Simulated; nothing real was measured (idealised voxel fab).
process module | voxel air gaps
cross-section cut | 220 nm wide | cells 5 nm
A cross-section is a grid of square cells, given in bands from the top down. A band is one or more rows of cells.
Each band's line starts with the height of the band's top and of its bottom, in nm. Then come its materials from left to right, each with its width in nm. One material with "throughout" fills the band from edge to edge. "air" is empty space.
Height 0 is the level under which the wafer as received is all one material. The lowest band goes on downwards, as in "0 down".
A width such as "30 to 40" changes by the same amount from each row of cells to the next, from the band's top row to its bottom row.
"no change" after a step means that no cell of the cross-section changed.
closed voids: empty space of 8 cells or more with no open way to the top, each as width x height at its distance from the left edge, in nm
after a step's settings: what the simulator itself notes on the step
overlay nm, on a step with a mask: how far to the right of its planned place the mask lay; to the left if negative
plan
1 op RECEIVE | material Si
2 op CONFORMAL_DEP | material SiO2 | thk nm 15
3 op CONFORMAL_DEP | material SiCN | thk nm 5
4 op DIRECTIONAL_DEP | material SiO2 | thk nm 30
5 op DIRECTIONAL_DEP | material aC | thk nm 10
6 op PATTERN | tone open | mask id LINES | material resist | width nm 15 | pitch nm 45 | thk nm 30 | overlay nm 0
7 op DIRECTIONAL_ETCH | etch materials aC | depth nm 10
8 op STRIP | etch materials resist
9 op DIRECTIONAL_ETCH | etch materials SiO2 | depth nm 30
10 op STRIP | etch materials aC
11 op CONFORMAL_DEP | material TiN | thk nm 5
12 op FILL_DEP | material W | thk nm 10
13 op CMP | height nm 50
14 op EPI | material Ru | thk nm 10
15 op SELECTIVE_ETCH | etch materials SiO2 | depth nm 40
16 op CONFORMAL_DEP | material SiCN | thk nm 5
varied across the wafers: width nm of step 6. The plan shows the first wafer's value. All wafers start alike
first wafer as received, after step 1
  0 down: Si throughout
  closed voids: none
first wafer at the end, after step 16
  65 to 60: air 20 | SiCN 180 | air 20
  60 to 50: air 20 | SiCN 5 | Ru 35 | SiCN 10 | Ru 35 | SiCN 10 | Ru 35 | SiCN 10 | Ru 35 | SiCN 5 | air 20
  50 to 45: air 20 | SiCN 15 | TiN 5 | W 5 | TiN 5 | SiCN 30 | TiN 5 | W 5 | TiN 5 | SiCN 30 | TiN 5 | W 5 | TiN 5 | SiCN 30 | TiN 5 | W 5 | TiN 5 | SiCN 15 | air 20
  45 to 25: air 30 | SiCN 5 | TiN 5 | W 5 | TiN 5 | SiCN 5 | air 20 | SiCN 5 | TiN 5 | W 5 | TiN 5 | SiCN 5 | air 20 | SiCN 5 | TiN 5 | W 5 | TiN 5 | SiCN 5 | air 20 | SiCN 5 | TiN 5 | W 5 | TiN 5 | SiCN 5 | air 30
  25 to 20: SiCN 35 | TiN 15 | SiCN 30 | TiN 15 | SiCN 30 | TiN 15 | SiCN 30 | TiN 15 | SiCN 35
  20 to 15: SiCN throughout
  15 to 0: SiO2 throughout
  0 down: Si throughout
  closed voids: 20 x 20 at 55; 20 x 20 at 100; 20 x 20 at 145
last wafer at the end
  65 to 60: air 10 | SiCN 195 | air 15
  60 to 50: air 10 | SiCN 5 | Ru 185 | SiCN 5 | air 15
  50 to 45: air 10 | SiCN 15 | TiN 5 | W 20 | TiN 5 | SiO2 15 | TiN 5 | W 20 | TiN 5 | SiO2 15 | TiN 5 | W 20 | TiN 5 | SiO2 15 | TiN 5 | W 20 | TiN 5 | SiCN 15 | air 15
  45 to 25: air 20 | SiCN 5 | TiN 5 | W 20 | TiN 5 | SiO2 15 | TiN 5 | W 20 | TiN 5 | SiO2 15 | TiN 5 | W 20 | TiN 5 | SiO2 15 | TiN 5 | W 20 | TiN 5 | SiCN 5 | air 25
  25 to 20: SiCN 25 | TiN 30 | SiO2 15 | TiN 30 | SiO2 15 | TiN 30 | SiO2 15 | TiN 30 | SiCN 30
  20 to 15: SiCN throughout
  15 to 0: SiO2 throughout
  0 down: Si throughout
  closed voids: none
each wafer at the end: cells of each material gained (+) or lost (-) since it was received, then its closed voids
width nm 15 | +56 Ru | +184 SiCN | +132 SiO2 | +52 TiN | +20 W | closed voids: 20 x 20 at 55; 20 x 20 at 100; 20 x 20 at 145
width nm 20 | +64 Ru | +172 SiCN | +132 SiO2 | +56 TiN | +40 W | closed voids: 15 x 20 at 55; 15 x 20 at 100; 15 x 20 at 145
width nm 25 | +72 Ru | +112 SiCN | +204 SiO2 | +60 TiN | +60 W | closed voids: none
width nm 30 | +74 Ru | +112 SiCN | +186 SiO2 | +64 TiN | +80 W | closed voids: none
